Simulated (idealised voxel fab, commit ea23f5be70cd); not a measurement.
Process module, titled voxel tone inversion
The figure presents cross-section cut, which has a width of 275 nm and is divided into square cells with an edge length of 5 nm.
A cross-section in this document is a grid of square cells, and it is written down as bands, the top band listed before the ones below it; a band is made up of one or more rows of cells. Heights first: top, then bottom, in nm. Then materials, left to right, each with a width in nm. "edge to edge" on a single material: fills the band edge to edge. "empty": empty space. The reference from which all heights are counted is 0, the level beneath which the as-received wafer is entirely one material; the lowest band, having no lower bound, proceeds downward and is written after the example "from 0 down". Graded width ("30->40"): value in top row of band = first number; value in bottom row = second number; row-to-row change constant. It should be understood that the words "changes: none", when stated for a given step, signify that the cross-section underwent no change in any of its cells during that step. Any empty space of 8 cells or more lacking an open way to the top shows up in "Sealed internal voids" as width x height at distance, distance from the left edge, in nm. Text after the settings on a step's line: the simulator's own remark on that step. overlay nm: for a step with a mask, the amount by which the mask lay right of where it was planned; a negative amount means left of it.

[Process steps (planned)]
- 1: RECEIVE,material Si
- 2: CONFORMAL_DEP,material SiN,thk nm 10
- 3: DIRECTIONAL_DEP,material polySi,thk nm 20
- 4: PATTERN,tone cover,mask id POSTS,material resist,width nm 25,pitch nm 40,thk nm 30,overlay nm 0
- 5: DIRECTIONAL_ETCH,etch materials polySi,depth nm 20
- 6: STRIP,etch materials resist
- 7: FILL_DEP,material lowk,thk nm 5
- 8: CMP,height nm 20
- 9: STRIP,etch materials polySi
Where the wafers of this document differ is in the height nm of step 8; they start out the same, and the plan states the value that applied to the first wafer.

[First of several wafers (as received, post step 1), cross-sectional view]
* from 0 down  Si edge to edge
* Sealed internal voids: none

[End of module: cross-section of the first of several wafers after step 9, the last step]
* from 20 to 10  lowk 85, empty 25, lowk 15, empty 25, lowk 15, empty 25, lowk 85
* from 10 to 0  SiN edge to edge
* from 0 down  Si edge to edge
* Sealed internal voids: none

[The module's end: a cross-section of the last wafer]
* from 35 to 30  lowk edge to edge
* from 30 to 10  lowk 85, polySi 25, lowk 15, polySi 25, lowk 15, polySi 25, lowk 85
* from 10 to 0  SiN edge to edge
* from 0 down  Si edge to edge
* Sealed internal voids: none

[Table: wafers, a row each; end-of-module cell change per material since receipt, gain (+), loss (-); then closed voids]
height nm 20, +110 SiN, +80 lowk, Sealed internal voids: none
height nm 25, +110 SiN, +120 lowk, Sealed internal voids: none
height nm 30, +110 SiN, +160 lowk, Sealed internal voids: none
height nm 35, +110 SiN, +215 lowk, +60 polySi, Sealed internal voids: none
